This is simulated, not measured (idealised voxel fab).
The document below concerns the process module designated voxel gate over fins.
Each square cell in cross-section cut measures 5 nm, and the section as a whole is 225 nm wide.
Cross-sections here: square-cell grids, written as top-down lists of bands, a band being one or more rows of cells. Band: top and bottom heights (nm) first, top before bottom; then materials from left to right, widths in nm. "all across" marks a sole material filling the band edge to edge. "blank" denotes empty space. Height reference: 0 = level under which incoming wafer is all one material. Lowest band: no bottom, runs on downward, e.g. "from 0 down". The notation "30->40" denotes a width that varies across the rows of cells in the band, beginning at the first number in the top row, finishing at the second number in the bottom row, and changing by an identical amount from each row to the next. Basically "changes: none" means that step didn't change any cell in the cross-section. Enclosed voids (no open way to top), threshold 8 cells or more, entry "Sealed voids", notation width x height at distance, distance from left edge, nm. On a step's line, text after the settings is the simulator commenting on that step. overlay nm: on a step with a mask, how far right of its planned place the mask lay; negative means left.
**The following list gives the planned process steps**
1,op RECEIVE | material Si
2,op CONFORMAL_DEP | material SiN | thk nm 5
3,op PATTERN | tone cover | mask id FINS | material resist | width nm 15 | pitch nm 45 | thk nm 20 | overlay nm 0
4,op DIRECTIONAL_ETCH | etch materials SiN | depth nm 5
5,op DIRECTIONAL_ETCH | etch materials Si | depth nm 35
6,op STRIP | etch materials resist
7,op OXIDIZE | depth nm 5
8,op FILL_DEP | material SiO2 | thk nm 5
9,op CMP | height nm 5
10,op SELECTIVE_ETCH | etch materials SiO2 | depth nm 5
11,op STRIP | etch materials SiN
12,op CONFORMAL_DEP | material HfO2 | thk nm 5
13,op CONFORMAL_DEP | material TiN | thk nm 5
14,op FILL_DEP | material W | thk nm 15
15,op CMP | height nm 20
16,op CONFORMAL_DEP | material SiN | thk nm 10
Split variable: depth nm, step 10. Plan value = first wafer. Wafers start alike.
**Incoming state of the first of several wafers in cross-section: after step 1**
    from 0 down = Si all across
    Sealed voids: none
**So in this table every wafer gets its own row, and what you see is where it stands at the end of the module: for each material, how many cells it picked up (+) or gave up (-) since we received it, and after that its closed voids**
depth nm 5, +45 HfO2, -336 Si, +90 SiN, +336 SiO2, +45 TiN, +90 W, Sealed voids: none
depth nm 10, +51 HfO2, -336 Si, +90 SiN, +294 SiO2, +51 TiN, +120 W, Sealed voids: none
depth nm 15, +57 HfO2, -336 Si, +90 SiN, +252 SiO2, +57 TiN, +150 W, Sealed voids: none
depth nm 20, +63 HfO2, -336 Si, +90 SiN, +210 SiO2, +63 TiN, +180 W, Sealed voids: none
depth nm 25, +69 HfO2, -336 Si, +90 SiN, +168 SiO2, +69 TiN, +210 W, Sealed voids: none
depth nm 30, +75 HfO2, -336 Si, +90 SiN, +126 SiO2, +75 TiN, +240 W, Sealed voids: none
